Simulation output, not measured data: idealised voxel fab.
This section sets out a process module, namely voxel ribs on slabs.
Shown is cross-section cut, with a width of 195 nm and square cells of size 5 nm.
If you're reading a cross-section in this doc, picture square cells in a grid; it comes to you as bands, top ones listed first down to the bottom, and a band can be one or more rows of cells.
Within each band entry, the heights of the top and of the bottom of the band appear first, in that order and in nm; the materials of the band then follow from left to right, each with its corresponding width in nm. The designation "throughout" on a single material indicates that it fills the band from edge to edge; the designation "air" indicates empty space.
Counting heights begins at 0, where everything beneath is, in the wafer as received, one material. The lowest band has no bottom; it goes on downwards, as "from 0 down" shows.
Top row gets the first number, bottom row gets the second, and each row in between changes by the same step: that is how a band width like "30->40" works.
A step reported as "everything unchanged" is a step in which no cell of the cross-section changed.
The list in "Closed void listing" covers empty spaces of 8 cells or more that cannot reach the top through any open way, and it gives each as width x height at distance; the distance is from the left edge, and width, height and distance are in nm.
On each step's line, the part that comes after the settings is the simulator's own comment on the step.
overlay nm: how far to the right of its planned place the mask lay on this masked step (negative: to the left).
PLANNED PROCESS STEPS
1. RECEIVE with material Si
2. DIRECTIONAL_DEP with material SiO2, thk nm 25
3. DIRECTIONAL_DEP with material polySi, thk nm 15
4. DIRECTIONAL_DEP with material aC, thk nm 15
5. PATTERN with tone cover, mask id RIB, material resist, width nm 15, thk nm 35, overlay nm 0
6. DIRECTIONAL_ETCH with etch materials aC, depth nm 15
7. STRIP with etch materials resist
8. DIRECTIONAL_ETCH with etch materials polySi, depth nm 10
9. STRIP with etch materials aC
10. MASKED_ETCH with tone cover, mask id SLAB, width nm 45, etch materials polySi, depth nm 5, overlay nm 0
11. FILL_DEP with material SiO2, thk nm 20
12. CMP with height nm 40
13. DIRECTIONAL_DEP with material W, thk nm 5
14. PATTERN with tone cover, mask id HEATER, material resist, width nm 25, thk nm 15, overlay nm 0
15. DIRECTIONAL_ETCH with etch materials W, depth nm 5
16. STRIP with etch materials resist
17. CONFORMAL_DEP with material SiN, thk nm 5
The value of height nm given for step 12 in the plan refers to the first wafer; the wafers vary in this setting and are alike at the start.
HERE'S THE FIRST OF THE WAFERS IN CROSS-SECTION, JUST AS WE GOT IT, I.E. AFTER STEP 1
    from 0 down: Si throughout
    Closed void listing: none
CROSS-SECTION OF THE FIRST OF SEVERAL WAFERS, TAKEN AFTER STEP 17, WHERE THE MODULE ENDS
    from 50 to 45: air 80  SiN 35  air 80
    from 45 to 40: SiN 85  W 25  SiN 85
    from 40 to 30: SiO2 90  polySi 15  SiO2 90
    from 30 to 25: SiO2 75  polySi 45  SiO2 75
    from 25 to 0: SiO2 throughout
    from 0 down: Si throughout
    Closed void listing: none
HERE WE CROSS-SECTIONED THE LAST OF THE WAFERS ONCE THE MODULE WAS DONE
    from 70 to 65: air 80  SiN 35  air 80
    from 65 to 60: SiN 85  W 25  SiN 85
    from 60 to 40: SiO2 throughout
    from 40 to 30: SiO2 90  polySi 15  SiO2 90
    from 30 to 25: SiO2 75  polySi 45  SiO2 75
    from 25 to 0: SiO2 throughout
    from 0 down: Si throughout
    Closed void listing: none
SO IN THIS TABLE EVERY WAFER GETS ITS OWN ROW, AND WHAT YOU SEE IS WHERE IT STANDS AT THE END OF THE MODULE: FOR EACH MATERIAL, HOW MANY CELLS IT PICKED UP (+) OR GAVE UP (-) SINCE WE RECEIVED IT, AND AFTER THAT ITS CLOSED VOIDS
height nm 40; +41 SiN; +297 SiO2; +5 W; +15 polySi; Closed void listing: none
height nm 45; +41 SiN; +336 SiO2; +5 W; +15 polySi; Closed void listing: none
height nm 50; +41 SiN; +375 SiO2; +5 W; +15 polySi; Closed void listing: none
height nm 55; +41 SiN; +414 SiO2; +5 W; +15 polySi; Closed void listing: none
height nm 60; +41 SiN; +453 SiO2; +5 W; +15 polySi; Closed void listing: none
